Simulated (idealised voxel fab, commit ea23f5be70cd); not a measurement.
process module | voxel spacer lines
cross-section cut | 300 nm wide | cells 5 nm
A cross-section is a grid of square cells, given in bands from the top down. A band is one or more rows of cells.
Each band's line starts with the height of the band's top and of its bottom, in nm. Then come its materials from left to right, each with its width in nm. One material with "throughout" fills the band from edge to edge. "air" is empty space.
Height 0 is the level under which the wafer as received is all one material. The lowest band goes on downwards, as in "0 down".
A width such as "30 to 40" changes by the same amount from each row of cells to the next, from the band's top row to its bottom row.
"no change" after a step means that no cell of the cross-section changed.
closed voids: empty space of 8 cells or more with no open way to the top, each as width x height at its distance from the left edge, in nm
after a step's settings: what the simulator itself notes on the step
overlay nm, on a step with a mask: how far to the right of its planned place the mask lay; to the left if negative
plan
1 op RECEIVE | material Si
2 op CONFORMAL_DEP | material Al2O3 | thk nm 10
3 op DIRECTIONAL_DEP | material TiN | thk nm 15
4 op DIRECTIONAL_DEP | material aC | thk nm 30
5 op PATTERN | tone cover | mask id MANDREL | material resist | width nm 20 | pitch nm 60 | thk nm 35 | overlay nm 0
6 op DIRECTIONAL_ETCH | etch materials aC | depth nm 30
7 op STRIP | etch materials resist
8 op CONFORMAL_DEP | material SiO2 | thk nm 10
9 op DIRECTIONAL_ETCH | etch materials SiO2 | depth nm 10
10 op STRIP | etch materials aC
11 op DIRECTIONAL_ETCH | etch materials TiN | depth nm 15
12 op STRIP | etch materials SiO2
as received, after step 1
  0 down: Si throughout
  closed voids: none
first wafer at the end, as planned
  25 to 10: air 70 | TiN 10 | air 20 | TiN 10 | air 20 | TiN 10 | air 20 | TiN 10 | air 20 | TiN 10 | air 20 | TiN 10 | air 70
  10 to 0: Al2O3 throughout
  0 down: Si throughout
  closed voids: none
second wafer at the end: like start, like plan, one mistake
  15 to 10: air 70 | TiN 10 | air 20 | TiN 10 | air 20 | TiN 10 | air 20 | TiN 10 | air 20 | TiN 10 | air 20 | TiN 10 | air 70
  10 to 0: Al2O3 throughout
  0 down: Si throughout
  closed voids: none
what went wrong: step 3 ran as: op DIRECTIONAL_DEP | material TiN | thk nm 5
at the end the second wafer has, in cells: 24 fewer of TiN
